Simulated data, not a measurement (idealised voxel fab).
process module | voxel plated lines
cross-section cut | 225 nm wide | cells 5 nm
A cross-section is a grid of square cells, given in bands from the top down. A band is one or more rows of cells.
Each band's line starts with the height of the band's top and of its bottom, in nm. Then come its materials from left to right, each with its width in nm. One material with "throughout" fills the band from edge to edge. "air" is empty space.
Height 0 is the level under which the wafer as received is all one material. The lowest band goes on downwards, as in "0 down".
A width such as "30 to 40" changes by the same amount from each row of cells to the next, from the band's top row to its bottom row.
"no change" after a step means that no cell of the cross-section changed.
closed voids: empty space of 8 cells or more with no open way to the top, each as width x height at its distance from the left edge, in nm
after a step's settings: what the simulator itself notes on the step
overlay nm, on a step with a mask: how far to the right of its planned place the mask lay; to the left if negative
plan
1 op RECEIVE | material Si
2 op CONFORMAL_DEP | material SiN | thk nm 10
3 op DIRECTIONAL_DEP | material TiN | thk nm 5
4 op PATTERN | tone open | mask id LINES | material resist | width nm 30 | pitch nm 45 | thk nm 40 | overlay nm 0
5 op EPI | material Ru | thk nm 5
6 op EPI | material Ru | thk nm 10
7 op EPI | material Ru | thk nm 5
8 op STRIP | etch materials resist
9 op DIRECTIONAL_ETCH | etch materials TiN | depth nm 5
10 op CONFORMAL_DEP | material SiO2 | thk nm 10
as received, after step 1
  0 down: Si throughout
  closed voids: none
first wafer at the end, as planned
  45 to 35: air 65 | SiO2 95 | air 65
  35 to 20: air 65 | SiO2 10 | Ru 30 | SiO2 15 | Ru 30 | SiO2 10 | air 65
  20 to 15: SiO2 75 | Ru 30 | SiO2 15 | Ru 30 | SiO2 75
  15 to 10: SiO2 75 | TiN 30 | SiO2 15 | TiN 30 | SiO2 75
  10 to 0: SiN throughout
  0 down: Si throughout
  closed voids: none
second wafer at the end: like start, like plan, one mistake
  45 to 35: air 60 | SiO2 105 | air 60
  35 to 30: air 60 | SiO2 10 | Ru 40 | SiO2 5 | Ru 40 | SiO2 10 | air 60
  30 to 20: SiO2 70 | Ru 40 | SiO2 5 | Ru 40 | SiO2 70
  20 to 15: Ru throughout
  15 to 10: TiN throughout
  10 to 0: SiN throughout
  0 down: Si throughout
  closed voids: none
what went wrong: steps 7 and 8 were swapped
at the end the second wafer has, in cells: 45 more of Ru | 20 fewer of SiO2 | 33 more of TiN
